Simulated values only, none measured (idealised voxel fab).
process module | voxel self aligned vias
cross-section cut | 250 nm wide | cells 5 nm
A cross-section is a grid of square cells, given in bands from the top down. A band is one or more rows of cells.
Each band's line starts with the height of the band's top and of its bottom, in nm. Then come its materials from left to right, each with its width in nm. One material with "throughout" fills the band from edge to edge. "air" is empty space.
Height 0 is the level under which the wafer as received is all one material. The lowest band goes on downwards, as in "0 down".
A width such as "30 to 40" changes by the same amount from each row of cells to the next, from the band's top row to its bottom row.
"no change" after a step means that no cell of the cross-section changed.
closed voids: empty space of 8 cells or more with no open way to the top, each as width x height at its distance from the left edge, in nm
after a step's settings: what the simulator itself notes on the step
overlay nm, on a step with a mask: how far to the right of its planned place the mask lay; to the left if negative
plan
1 op RECEIVE | material Si
2 op CONFORMAL_DEP | material SiO2 | thk nm 15
3 op CONFORMAL_DEP | material SiCN | thk nm 5
4 op DIRECTIONAL_DEP | material lowk | thk nm 25
5 op MASKED_ETCH | tone open | mask id LINES | width nm 25 | pitch nm 60 | etch materials lowk | depth nm 25 | overlay nm 0
6 op CONFORMAL_DEP | material TiN | thk nm 5
7 op FILL_DEP | material W | thk nm 5
8 op CMP | height nm 45
9 op SELECTIVE_ETCH | etch materials W Ru TiN | depth nm 10
10 op FILL_DEP | material SiN | thk nm 5
11 op CMP | height nm 45
12 op DIRECTIONAL_DEP | material lowk | thk nm 20
13 op DIRECTIONAL_DEP | material aC | thk nm 10
14 op PATTERN | tone open | mask id VIAS | material resist | width nm 45 | pitch nm 60 | thk nm 30 | overlay nm 0
15 op DIRECTIONAL_ETCH | etch materials aC | depth nm 10
16 op STRIP | etch materials resist
17 op DIRECTIONAL_ETCH | etch materials lowk | depth nm 10
18 op DIRECTIONAL_ETCH | etch materials SiN | depth nm 10
19 op STRIP | etch materials aC
20 op CONFORMAL_DEP | material TiN | thk nm 5
21 op FILL_DEP | material Cu | thk nm 10
22 op CMP | height nm 65
23 op CONFORMAL_DEP | material SiCN | thk nm 5
varied across the wafers: depth nm of step 17. The plan shows the first wafer's value. All wafers start alike
first wafer as received, after step 1
  0 down: Si throughout
  closed voids: none
first wafer at the end, after step 23
  70 to 65: SiCN throughout
  65 to 60: lowk 70 | TiN 5 | Cu 35 | TiN 5 | lowk 15 | TiN 5 | Cu 35 | TiN 5 | lowk 75
  60 to 55: lowk 70 | TiN 45 | lowk 15 | TiN 45 | lowk 75
  55 to 45: lowk throughout
  45 to 35: lowk 80 | SiN 25 | lowk 35 | SiN 25 | lowk 85
  35 to 25: lowk 80 | TiN 5 | W 15 | TiN 5 | lowk 35 | TiN 5 | W 15 | TiN 5 | lowk 85
  25 to 20: lowk 80 | TiN 25 | lowk 35 | TiN 25 | lowk 85
  20 to 15: SiCN throughout
  15 to 0: SiO2 throughout
  0 down: Si throughout
  closed voids: none
last wafer at the end
  70 to 65: SiCN throughout
  65 to 40: lowk 70 | TiN 5 | Cu 35 | TiN 5 | lowk 15 | TiN 5 | Cu 35 | TiN 5 | lowk 75
  40 to 35: lowk 70 | TiN 45 | lowk 15 | TiN 45 | lowk 75
  35 to 25: lowk 70 to 80 | TiN 15 to 5 | W 15 | TiN 15 to 5 | lowk 15 to 35 | TiN 15 to 5 | W 15 | TiN 15 to 5 | lowk 75 to 85
  25 to 20: lowk 80 | TiN 25 | lowk 35 | TiN 25 | lowk 85
  20 to 15: SiCN throughout
  15 to 0: SiO2 throughout
  0 down: Si throughout
  closed voids: none
each wafer at the end: cells of each material gained (+) or lost (-) since it was received, then its closed voids
depth nm 10 | +14 Cu | +100 SiCN | +20 SiN | +150 SiO2 | +40 TiN | +12 W | +364 lowk | closed voids: none
depth nm 15 | +28 Cu | +100 SiCN | +20 SiN | +150 SiO2 | +44 TiN | +12 W | +346 lowk | closed voids: none
depth nm 20 | +54 Cu | +100 SiCN | +150 SiO2 | +56 TiN | +12 W | +328 lowk | closed voids: none
depth nm 25 | +62 Cu | +100 SiCN | +150 SiO2 | +56 TiN | +12 W | +320 lowk | closed voids: none
depth nm 30 | +70 Cu | +100 SiCN | +150 SiO2 | +56 TiN | +12 W | +312 lowk | closed voids: none
depth nm 35 | +70 Cu | +100 SiCN | +150 SiO2 | +64 TiN | +12 W | +304 lowk | closed voids: none
